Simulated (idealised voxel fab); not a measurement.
The document below concerns the process module designated voxel gate over fins.
Square cell edge 5 nm, section width 255 nm, ID cut.
How to read a cross-section here: the picture is a grid of square cells, written as bands going from the top down, and any band can span one or more rows of cells.
A band entry consists of two parts. The first gives the height of the band's top and the height of its bottom, in nm. The rest lists the band's materials from left to right, each with its width in nm. A single material labelled with the word "everywhere" fills the band from edge to edge, and the word "blank" marks empty space.
Convention: height 0 is the level below which the wafer, as received, is all one material. The lowest band does not terminate at the bottom but continues downward, represented as "0 nm and below".
When a width is written as two numbers, as in "30..40", the first number is the width in the top row of cells of the band and the second is the width in its bottom row, and the width changes by the same amount from each row to the next.
"nothing was modified" after a step means that no cell of the cross-section changed.
The list in "Closed void listing" covers empty spaces of 8 cells or more that cannot reach the top through any open way, and it gives each as width x height at distance; the distance is from the left edge, and width, height and distance are in nm.
Where a step's line continues beyond its settings, the continuation is a remark by the simulator itself on that step.
What "overlay nm" on a step's line means: if the step has a mask, that mask lay this far to the right of its planned place, or, when the value is negative, to the left.

### plan
- 1: RECEIVE, material Si
- 2: CONFORMAL_DEP, material SiN, thk nm 5
- 3: DIRECTIONAL_DEP, material aC, thk nm 15
- 4: PATTERN, tone cover, mask id FINS, material resist, width nm 15, pitch nm 35, thk nm 35, overlay nm 0
- 5: DIRECTIONAL_ETCH, etch materials aC, depth nm 15
- 6: STRIP, etch materials resist
- 7: DIRECTIONAL_ETCH, etch materials SiN, depth nm 5
- 8: DIRECTIONAL_ETCH, etch materials Si, depth nm 30
- 9: STRIP, etch materials aC
- 10: FILL_DEP, material SiO2, thk nm 15
- 11: CMP, height nm 5
- 12: SELECTIVE_ETCH, etch materials SiO2, depth nm 15
- 13: STRIP, etch materials SiN
- 14: CONFORMAL_DEP, material HfO2, thk nm 5
- 15: CONFORMAL_DEP, material TiN, thk nm 5
- 16: CONFORMAL_DEP, material TiAl, thk nm 5
- 17: CONFORMAL_DEP, material TiN, thk nm 5
- 18: FILL_DEP, material W, thk nm 15
- 19: CMP, height nm 30
- 20: CONFORMAL_DEP, material SiN, thk nm 10
The plan shows the thk nm of step 14 as the first wafer had it; this setting differs between the wafers, which start out alike.

### So this is the first of several wafers, cross-sectioned as it came to us, meaning it's at the end of step 1
	0 nm and below | Si everywhere
	Closed void listing: none

### Last step of the module is step 20; after it, the first of several wafers in cross-section
	40 nm to 30 nm | SiN everywhere
	30 nm to 20 nm | W everywhere
	20 nm to 15 nm | W 45; TiN 160; W 50
	15 nm to 10 nm | W 45; TiN 5; TiAl 150; TiN 5; W 50
	10 nm to 5 nm | TiN 50; TiAl 5; TiN 140; TiAl 5; TiN 55
	5 nm to 0 nm | TiAl 55; TiN 5; HfO2 25; TiN 10; HfO2 25; TiN 10; HfO2 25; TiN 10; HfO2 25; TiN 5; TiAl 60
	0 nm to -5 nm | TiN 60; HfO2 5; Si 15; HfO2 5; TiN 10; HfO2 5; Si 15; HfO2 5; TiN 10; HfO2 5; Si 15; HfO2 5; TiN 10; HfO2 5; Si 15; HfO2 5; TiN 65
	-5 nm to -10 nm | HfO2 65; Si 15; HfO2 20; Si 15; HfO2 20; Si 15; HfO2 20; Si 15; HfO2 70
	-10 nm to -30 nm | SiO2 65; Si 15; SiO2 20; Si 15; SiO2 20; Si 15; SiO2 20; Si 15; SiO2 70
	-30 nm and below | Si everywhere
	Closed void listing: none

### X-section, last wafer, module end
	40 nm to 30 nm | SiN everywhere
	30 nm to 25 nm | W 30; TiN 5; TiAl 180; TiN 5; W 35
	25 nm to 20 nm | TiN 35; TiAl 5; TiN 170; TiAl 5; TiN 40
	20 nm to 15 nm | TiAl 40; TiN 5; HfO2 160; TiN 5; TiAl 45
	15 nm to 10 nm | TiN 45; HfO2 160; TiN 50
	10 nm to 0 nm | HfO2 everywhere
	0 nm to -10 nm | HfO2 65; Si 15; HfO2 20; Si 15; HfO2 20; Si 15; HfO2 20; Si 15; HfO2 70
	-10 nm to -30 nm | SiO2 65; Si 15; SiO2 20; Si 15; SiO2 20; Si 15; SiO2 20; Si 15; SiO2 70
	-30 nm and below | Si everywhere
	Closed void listing: none

### Each row below is a wafer at the end of the module, listing for every material the number of cells it has gained (+) or lost (-) since it was received, followed by its closed voids
thk nm 5 | +67 HfO2 | -234 Si | +102 SiN | +156 SiO2 | +55 TiAl | +122 TiN | +140 W | Closed void listing: none
thk nm 10 | +134 HfO2 | -234 Si | +102 SiN | +156 SiO2 | +55 TiAl | +110 TiN | +85 W | Closed void listing: none
thk nm 15 | +189 HfO2 | -234 Si | +102 SiN | +156 SiO2 | +55 TiAl | +110 TiN | +30 W | Closed void listing: none
thk nm 20 | +244 HfO2 | -234 Si | +102 SiN | +156 SiO2 | +55 TiAl | +72 TiN | +13 W | Closed void listing: none
